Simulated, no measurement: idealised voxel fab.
The following process module bears the name voxel ribs on slabs.
Section shown: cut. Width: 205 nm. Cell size: 5 nm, square.
Cross-section format: a grid of square cells, given as bands from top to bottom; each band is one or more rows of cells. Top height, bottom height, nm. Materials left to right, width each, nm. Single material + "all across" = fills band edge to edge. "blank" = empty. Zero point of the height axis is 0; under it, received wafer = one material. Lowest band: continues down indefinitely, "top 0, no bottom". Width spec "30 to 40" -> top row of cells at first value, bottom row at second value, equal per-row change in between. "all unchanged" (step): cross-section cells unchanged, all of them. Entry "Closed internal cavities" = empty spaces >= 8 cells with no open way to the top; each as width x height at distance, distance from left edge, all nm. Anything after a step's settings on that line? It's the simulator's own note about the step. overlay nm: how far to the right of its planned place the mask lay on this masked step (negative: to the left).

## Set out below are the planned steps of the process
1. RECEIVE with material Si
2. DIRECTIONAL_DEP with material SiO2, thk nm 20
3. DIRECTIONAL_DEP with material SiN, thk nm 25
4. DIRECTIONAL_DEP with material aC, thk nm 10
5. PATTERN with tone cover, mask id RIB, material resist, width nm 20, thk nm 25, overlay nm 0
6. DIRECTIONAL_ETCH with etch materials aC, depth nm 10
7. STRIP with etch materials resist
8. DIRECTIONAL_ETCH with etch materials SiN, depth nm 15
9. STRIP with etch materials aC
10. MASKED_ETCH with tone cover, mask id SLAB, width nm 70, etch materials SiN, depth nm 10, overlay nm 0
11. FILL_DEP with material SiO2, thk nm 20
12. CMP with height nm 55
13. DIRECTIONAL_DEP with material TiN, thk nm 5
14. PATTERN with tone cover, mask id HEATER, material resist, width nm 30, thk nm 15, overlay nm 0
15. DIRECTIONAL_ETCH with etch materials TiN, depth nm 5
16. STRIP with etch materials resist
17. CONFORMAL_DEP with material SiN, thk nm 10

## Incoming wafer in cross-section (state: after step 1)
- top 0, no bottom = Si all across
- Closed internal cavities: none

## This is how the wafer looks in cross-section once the module is done, given the starting state and plan above and one mistake in carrying the plan out
- top 70, bottom 65 = 75 nm blank  50 nm SiN  80 nm blank
- top 65, bottom 60 = SiN all across
- top 60, bottom 55 = 85 nm SiN  30 nm TiN  90 nm SiN
- top 55, bottom 45 = TiN all across
- top 45, bottom 20 = SiN all across
- top 20, bottom 0 = SiO2 all across
- top 0, no bottom = Si all across
- Closed internal cavities: none
What broke from the plan during processing? step 4 ran with different settings than intended, the actual operation and settings being DIRECTIONAL_DEP with material TiN, thk nm 10
